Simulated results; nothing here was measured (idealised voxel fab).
Presented below is a process module, voxel released beams.
For reference, the cross-section in this document is cut, with width 185 nm and square cells of 5 nm.
For the purposes of this document, a cross-section shall be understood as a grid of square cells, specified as bands listed in top-to-bottom order, each band consisting of one or more rows of cells.
In this notation a band is specified by the heights of its top and bottom, in that order and in nm, after which its materials appear from left to right, each paired with its width in nm. The word "full width" attached to a single material means that material fills the band from edge to edge; the word "empty" stands for empty space.
Height is counted from the level 0, under which the received wafer is composed throughout of one material. The lowest of the bands is not closed at the bottom but continues downward, in the notation "0 down".
Width: "30..40" (first number = top row, second number = bottom row, same change from row to row of cells).
The cross-section has no changed cell in any step marked "no alterations made".
Under "Enclosed internal voids" you'll find the enclosed gaps, the ones with no way out to the top, that are 8 cells or bigger; each reads width x height at distance, with distance counted from the left edge, everything in nm.
Past the settings on a step's line: simulator remark, on that step.
A step's line can hold "overlay nm"; with a mask on that step, the setting says how far right of the planned place the mask lay, while a negative setting says it lay to the left.
### So here's the lineup of process steps we planned
1 RECEIVE: material Si
2 CONFORMAL_DEP: material SiN, thk nm 5
3 DIRECTIONAL_DEP: material SiO2, thk nm 10
4 MASKED_ETCH: tone open, mask id ANCHOR, width nm 45, etch materials SiO2, depth nm 10, overlay nm 0
5 CONFORMAL_DEP: material TiN, thk nm 15
6 DIRECTIONAL_DEP: material aC, thk nm 15
7 PATTERN: tone cover, mask id BEAM, material resist, width nm 120, thk nm 30, overlay nm 0
8 DIRECTIONAL_ETCH: etch materials aC, depth nm 15
9 STRIP: etch materials resist
10 DIRECTIONAL_ETCH: etch materials TiN, depth nm 15
11 STRIP: etch materials aC
12 STRIP: etch materials SiO2
### Wafer cross-section on receipt, i.e. after step 1
0 down | Si full width
Enclosed internal voids: none
### Cross-section: first of two wafers, module finished, run according to plan
30 to 20 | 30 of empty, then 20 of TiN, then 15 of empty, then 85 of TiN, then 35 of empty
20 to 15 | 30 of empty, then 120 of TiN, then 35 of empty
15 to 5 | 35 of empty, then 45 of TiN, then 105 of empty
5 to 0 | SiN full width
0 down | Si full width
Enclosed internal voids: none
### This cross-section belongs to the second wafer of two at the end of the module; the start and the plan were shared with the first, and the run included one mistake
30 to 20 | 30 of empty, then 65 of TiN, then 90 of empty
20 to 15 | 30 of empty, then 120 of TiN, then 35 of empty
15 to 5 | 20 of empty, then 15 of TiN, then 45 of SiO2, then 70 of TiN, then 35 of empty
5 to 0 | SiN full width
0 down | Si full width
Enclosed internal voids: none
Plan not followed: step 4 was processed under conditions differing from the plan, specifically as MASKED_ETCH: tone cover, mask id ANCHOR, width nm 45, etch materials SiO2, depth nm 10, overlay nm 0
In the final state, the cell counts of the second wafer exceed or fall short of those of the first for the following materials: SiO2: 18 more
